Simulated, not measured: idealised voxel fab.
You're looking at the process module voxel self aligned contacts.
The cross-section on display is named cut; it measures 230 nm wide, and its cells are 5 nm squares.
Just so we're on the same page, the cross-sections are grids of square cells, and they're listed out in bands top to bottom, each band one or more rows deep.
Band: top height; bottom height; in nm. Then, left to right: material with width in nm, for each material. "all across": a single material spanning edge to edge. "empty": empty space.
Height is counted from the level 0, under which the received wafer is composed throughout of one material. The lowest of the bands is not closed at the bottom but continues downward, in the notation "0 nm and below".
Think of "30->40" as a width that walks from the first number to the second as you go down the band, top row to bottom row, taking equal-sized steps from row to row.
It should be understood that the words "all unchanged", when stated for a given step, signify that the cross-section underwent no change in any of its cells during that step.
Entry "Enclosed internal voids" = empty spaces >= 8 cells with no open way to the top; each as width x height at distance, distance from left edge, all nm.
after a step's settings: what the simulator itself notes on the step
For masked steps, "overlay nm" on the step line gives how far right of plan the mask actually lay; a minus sign means it lay to the left.

The steps planned for the process are as follows
1. RECEIVE [material Si]
2. OXIDIZE [depth nm 5]
3. DIRECTIONAL_DEP [material polySi] [thk nm 30]
4. DIRECTIONAL_DEP [material SiN] [thk nm 25]
5. PATTERN [tone cover] [mask id GATE] [material resist] [width nm 30] [pitch nm 65] [thk nm 20] [overlay nm 0]
6. DIRECTIONAL_ETCH [etch materials SiN] [depth nm 25]
7. DIRECTIONAL_ETCH [etch materials polySi] [depth nm 30]
8. STRIP [etch materials resist]
9. CONFORMAL_DEP [material SiN] [thk nm 10]
10. DIRECTIONAL_ETCH [etch materials SiN] [depth nm 10]
11. FILL_DEP [material SiO2] [thk nm 20]
12. CMP [height nm 65]
13. DIRECTIONAL_DEP [material aC] [thk nm 15]
14. PATTERN [tone open] [mask id CONTACT] [material resist] [width nm 45] [pitch nm 65] [thk nm 35] [overlay nm 0]
15. DIRECTIONAL_ETCH [etch materials aC] [depth nm 15]
16. STRIP [etch materials resist]
17. DIRECTIONAL_ETCH [etch materials SiO2] [depth nm 70]
18. STRIP [etch materials aC]
19. CONFORMAL_DEP [material TiN] [thk nm 5]
20. FILL_DEP [material W] [thk nm 10]
21. CMP [height nm 65]
22. CONFORMAL_DEP [material SiCN] [thk nm 5]

Wafer, first of two, run as planned

Incoming wafer, cross-sectional view, post step 1
- 0 nm and below  Si all across
- Enclosed internal voids: none

Sectional view: wafer, after step 2
- 0 nm to -5 nm  SiO2 all across
- below -5: unchanged

Sectional view: wafer, after step 3
- 30 nm to 0 nm  polySi all across
- below 0: unchanged

Sectional view: wafer, after step 4
- 55 nm to 30 nm  SiN all across
- below 30: unchanged

Sectional view: wafer, after step 5
- 75 nm to 55 nm  empty=35 | resist=30 | empty=35 | resist=30 | empty=35 | resist=30 | empty=35
- below 55: unchanged

Sectional view: wafer, after step 6
- 75 nm to 55 nm  empty=35 | resist=30 | empty=35 | resist=30 | empty=35 | resist=30 | empty=35
- 55 nm to 30 nm  empty=35 | SiN=30 | empty=35 | SiN=30 | empty=35 | SiN=30 | empty=35
- below 30: unchanged

Sectional view: wafer, after step 7
- 75 nm to 55 nm  empty=35 | resist=30 | empty=35 | resist=30 | empty=35 | resist=30 | empty=35
- 55 nm to 30 nm  empty=35 | SiN=30 | empty=35 | SiN=30 | empty=35 | SiN=30 | empty=35
- 30 nm to 0 nm  empty=35 | polySi=30 | empty=35 | polySi=30 | empty=35 | polySi=30 | empty=35
- below 0: unchanged

Sectional view: wafer, after step 8
- 55 nm to 30 nm  empty=35 | SiN=30 | empty=35 | SiN=30 | empty=35 | SiN=30 | empty=35
- below 30: unchanged

Sectional view: wafer, after step 9
- 65 nm to 30 nm  empty=25 | SiN=50 | empty=15 | SiN=50 | empty=15 | SiN=50 | empty=25
- 30 nm to 10 nm  empty=25 | SiN=10 | polySi=30 | SiN=10 | empty=15 | SiN=10 | polySi=30 | SiN=10 | empty=15 | SiN=10 | polySi=30 | SiN=10 | empty=25
- 10 nm to 0 nm  SiN=35 | polySi=30 | SiN=35 | polySi=30 | SiN=35 | polySi=30 | SiN=35
- below 0: unchanged

Sectional view: wafer, after step 10
- 55 nm to 30 nm  empty=25 | SiN=50 | empty=15 | SiN=50 | empty=15 | SiN=50 | empty=25
- 30 nm to 0 nm  empty=25 | SiN=10 | polySi=30 | SiN=10 | empty=15 | SiN=10 | polySi=30 | SiN=10 | empty=15 | SiN=10 | polySi=30 | SiN=10 | empty=25
- below 0: unchanged

Sectional view: wafer, after step 11
- 75 nm to 55 nm  SiO2 all across
- 55 nm to 30 nm  SiO2=25 | SiN=50 | SiO2=15 | SiN=50 | SiO2=15 | SiN=50 | SiO2=25
- 30 nm to 0 nm  SiO2=25 | SiN=10 | polySi=30 | SiN=10 | SiO2=15 | SiN=10 | polySi=30 | SiN=10 | SiO2=15 | SiN=10 | polySi=30 | SiN=10 | SiO2=25
- below 0: unchanged

Sectional view: wafer, after step 12
- 65 nm to 55 nm  SiO2 all across
- below 55: unchanged

Sectional view: wafer, after step 13
- 80 nm to 65 nm  aC all across
- below 65: unchanged

Sectional view: wafer, after step 14
- 115 nm to 80 nm  resist=60 | empty=45 | resist=20 | empty=45 | resist=60
- below 80: unchanged

Sectional view: wafer, after step 15
- 100 nm to 80 nm  resist=60 | empty=45 | resist=20 | empty=45 | resist=60
- 80 nm to 65 nm  aC=60 | empty=45 | aC=20 | empty=45 | aC=60
- below 65: unchanged

Sectional view: wafer, after step 16
- 80 nm to 65 nm  aC=60 | empty=45 | aC=20 | empty=45 | aC=60
- below 65: unchanged

Sectional view: wafer, after step 17
- 80 nm to 65 nm  aC=60 | empty=45 | aC=20 | empty=45 | aC=60
- 65 nm to 55 nm  SiO2=60 | empty=45 | SiO2=20 | empty=45 | SiO2=60
- 55 nm to 30 nm  SiO2=25 | SiN=50 | empty=15 | SiN=50 | empty=15 | SiN=50 | SiO2=25
- 30 nm to 0 nm  SiO2=25 | SiN=10 | polySi=30 | SiN=10 | empty=15 | SiN=10 | polySi=30 | SiN=10 | empty=15 | SiN=10 | polySi=30 | SiN=10 | SiO2=25
- 0 nm to -5 nm  SiO2=75 | empty=15 | SiO2=50 | empty=15 | SiO2=75
- below -5: unchanged

Sectional view: wafer, after step 18
- 65 nm to 55 nm  SiO2=60 | empty=45 | SiO2=20 | empty=45 | SiO2=60
- below 55: unchanged

Sectional view: wafer, after step 19
- 70 nm to 65 nm  TiN=65 | empty=35 | TiN=30 | empty=35 | TiN=65
- 65 nm to 55 nm  SiO2=60 | TiN=5->20 | empty=35->5 | TiN=5->20 | SiO2=20 | TiN=5->20 | empty=35->5 | TiN=5->20 | SiO2=60
- 55 nm to 30 nm  SiO2=25 | SiN=50 | TiN=5 | empty=5 | TiN=5 | SiN=50 | TiN=5 | empty=5 | TiN=5 | SiN=50 | SiO2=25
- 30 nm to 0 nm  SiO2=25 | SiN=10 | polySi=30 | SiN=10 | TiN=5 | empty=5 | TiN=5 | SiN=10 | polySi=30 | SiN=10 | TiN=5 | empty=5 | TiN=5 | SiN=10 | polySi=30 | SiN=10 | SiO2=25
- 0 nm to -5 nm  SiO2=75 | TiN=15 | SiO2=50 | TiN=15 | SiO2=75
- below -5: unchanged

Sectional view: wafer, after step 20
- 80 nm to 70 nm  W all across
- 70 nm to 65 nm  TiN=65 | W=35 | TiN=30 | W=35 | TiN=65
- 65 nm to 55 nm  SiO2=60 | TiN=5->20 | W=35->5 | TiN=5->20 | SiO2=20 | TiN=5->20 | W=35->5 | TiN=5->20 | SiO2=60
- 55 nm to 30 nm  SiO2=25 | SiN=50 | TiN=5 | W=5 | TiN=5 | SiN=50 | TiN=5 | W=5 | TiN=5 | SiN=50 | SiO2=25
- 30 nm to 0 nm  SiO2=25 | SiN=10 | polySi=30 | SiN=10 | TiN=5 | W=5 | TiN=5 | SiN=10 | polySi=30 | SiN=10 | TiN=5 | W=5 | TiN=5 | SiN=10 | polySi=30 | SiN=10 | SiO2=25
- below 0: unchanged

Sectional view: wafer, after step 21
- 65 nm to 55 nm  SiO2=60 | TiN=5->20 | W=35->5 | TiN=5->20 | SiO2=20 | TiN=5->20 | W=35->5 | TiN=5->20 | SiO2=60
- below 55: unchanged

Sectional view: wafer, after step 22
- 70 nm to 65 nm  SiCN all across
- below 65: unchanged

Second wafer: same start and same plan as the first, one execution error; identical to the first through step 4

Second wafer, cut view, end of step 5 per plan
- 75 nm to 55 nm  empty=35 | resist=35 | empty=30 | resist=35 | empty=30 | resist=35 | empty=30
- below 55: unchanged

Second wafer, cut view, end of step 6 per plan
- 75 nm to 55 nm  empty=35 | resist=35 | empty=30 | resist=35 | empty=30 | resist=35 | empty=30
- 55 nm to 30 nm  empty=35 | SiN=35 | empty=30 | SiN=35 | empty=30 | SiN=35 | empty=30
- below 30: unchanged

Second wafer, cut view, end of step 7 per plan
- 75 nm to 55 nm  empty=35 | resist=35 | empty=30 | resist=35 | empty=30 | resist=35 | empty=30
- 55 nm to 30 nm  empty=35 | SiN=35 | empty=30 | SiN=35 | empty=30 | SiN=35 | empty=30
- 30 nm to 0 nm  empty=35 | polySi=35 | empty=30 | polySi=35 | empty=30 | polySi=35 | empty=30
- below 0: unchanged

Second wafer, cut view, end of step 8 per plan
- 55 nm to 30 nm  empty=35 | SiN=35 | empty=30 | SiN=35 | empty=30 | SiN=35 | empty=30
- below 30: unchanged

Second wafer, cut view, end of step 9 per plan
- 65 nm to 30 nm  empty=25 | SiN=55 | empty=10 | SiN=55 | empty=10 | SiN=55 | empty=20
- 30 nm to 10 nm  empty=25 | SiN=10 | polySi=35 | SiN=10 | empty=10 | SiN=10 | polySi=35 | SiN=10 | empty=10 | SiN=10 | polySi=35 | SiN=10 | empty=20
- 10 nm to 0 nm  SiN=35 | polySi=35 | SiN=30 | polySi=35 | SiN=30 | polySi=35 | SiN=30
- below 0: unchanged

Second wafer, cut view, end of step 10 per plan
- 55 nm to 30 nm  empty=25 | SiN=55 | empty=10 | SiN=55 | empty=10 | SiN=55 | empty=20
- 30 nm to 0 nm  empty=25 | SiN=10 | polySi=35 | SiN=10 | empty=10 | SiN=10 | polySi=35 | SiN=10 | empty=10 | SiN=10 | polySi=35 | SiN=10 | empty=20
- below 0: unchanged

Second wafer, cut view, end of step 11 per plan
- 75 nm to 55 nm  SiO2 all across
- 55 nm to 30 nm  SiO2=25 | SiN=55 | SiO2=10 | SiN=55 | SiO2=10 | SiN=55 | SiO2=20
- 30 nm to 0 nm  SiO2=25 | SiN=10 | polySi=35 | SiN=10 | SiO2=10 | SiN=10 | polySi=35 | SiN=10 | SiO2=10 | SiN=10 | polySi=35 | SiN=10 | SiO2=20
- below 0: unchanged

Second wafer, cut view, end of step 12 per plan
- 65 nm to 55 nm  SiO2 all across
- below 55: unchanged

Second wafer, cut view, end of step 13 per plan
- 80 nm to 65 nm  aC all across
- below 65: unchanged

Second wafer, cut view, end of step 14 per plan
- 115 nm to 80 nm  resist=60 | empty=45 | resist=20 | empty=45 | resist=60
- below 80: unchanged

Second wafer, cut view, end of step 15 per plan
- 100 nm to 80 nm  resist=60 | empty=45 | resist=20 | empty=45 | resist=60
- 80 nm to 65 nm  aC=60 | empty=45 | aC=20 | empty=45 | aC=60
- below 65: unchanged

Second wafer, cut view, end of step 16 per plan
- 80 nm to 65 nm  aC=60 | empty=45 | aC=20 | empty=45 | aC=60
- below 65: unchanged

Second wafer, cut view, end of step 17 per plan
- 80 nm to 65 nm  aC=60 | empty=45 | aC=20 | empty=45 | aC=60
- 65 nm to 55 nm  SiO2=60 | empty=45 | SiO2=20 | empty=45 | SiO2=60
- 55 nm to 30 nm  SiO2=25 | SiN=55 | empty=10 | SiN=55 | empty=10 | SiN=55 | SiO2=20
- 30 nm to 0 nm  SiO2=25 | SiN=10 | polySi=35 | SiN=10 | empty=10 | SiN=10 | polySi=35 | SiN=10 | empty=10 | SiN=10 | polySi=35 | SiN=10 | SiO2=20
- 0 nm to -5 nm  SiO2=80 | empty=10 | SiO2=55 | empty=10 | SiO2=75
- below -5: unchanged

Second wafer, cut view, end of step 18 per plan
- 65 nm to 55 nm  SiO2=60 | empty=45 | SiO2=20 | empty=45 | SiO2=60
- below 55: unchanged

Second wafer, cut view, end of step 19 per plan
- 70 nm to 65 nm  TiN=65 | empty=35 | TiN=30 | empty=35 | TiN=65
- 65 nm to 60 nm  SiO2=60 | TiN=5 | empty=35 | TiN=5 | SiO2=20 | TiN=5 | empty=35 | TiN=5 | SiO2=60
- 60 nm to 55 nm  SiO2=60 | TiN=45 | SiO2=20 | TiN=45 | SiO2=60
- 55 nm to 30 nm  SiO2=25 | SiN=55 | TiN=10 | SiN=55 | TiN=10 | SiN=55 | SiO2=20
- 30 nm to 0 nm  SiO2=25 | SiN=10 | polySi=35 | SiN=10 | TiN=10 | SiN=10 | polySi=35 | SiN=10 | TiN=10 | SiN=10 | polySi=35 | SiN=10 | SiO2=20
- 0 nm to -5 nm  SiO2=80 | TiN=10 | SiO2=55 | TiN=10 | SiO2=75
- below -5: unchanged

Second wafer, cut view, end of step 20 per plan
- 80 nm to 70 nm  W all across
- 70 nm to 65 nm  TiN=65 | W=35 | TiN=30 | W=35 | TiN=65
- 65 nm to 60 nm  SiO2=60 | TiN=5 | W=35 | TiN=5 | SiO2=20 | TiN=5 | W=35 | TiN=5 | SiO2=60
- below 60: unchanged

Second wafer, cut view, end of step 21 per plan
- 65 nm to 60 nm  SiO2=60 | TiN=5 | W=35 | TiN=5 | SiO2=20 | TiN=5 | W=35 | TiN=5 | SiO2=60
- below 60: unchanged

Second wafer, cut view, end of step 22 per plan
- 70 nm to 65 nm  SiCN all across
- below 65: unchanged
Heads up, the wafer didn't run the way we planned it: step 5 was processed under conditions differing from the plan, specifically as PATTERN [tone cover] [mask id GATE] [material resist] [width nm 35] [pitch nm 65] [thk nm 20] [overlay nm 0]
Counted in cells at the end, the second wafer holds more or fewer of these materials than the first: 15 more of SiN, 9 fewer of SiO2, 24 fewer of W, 18 more of polySi
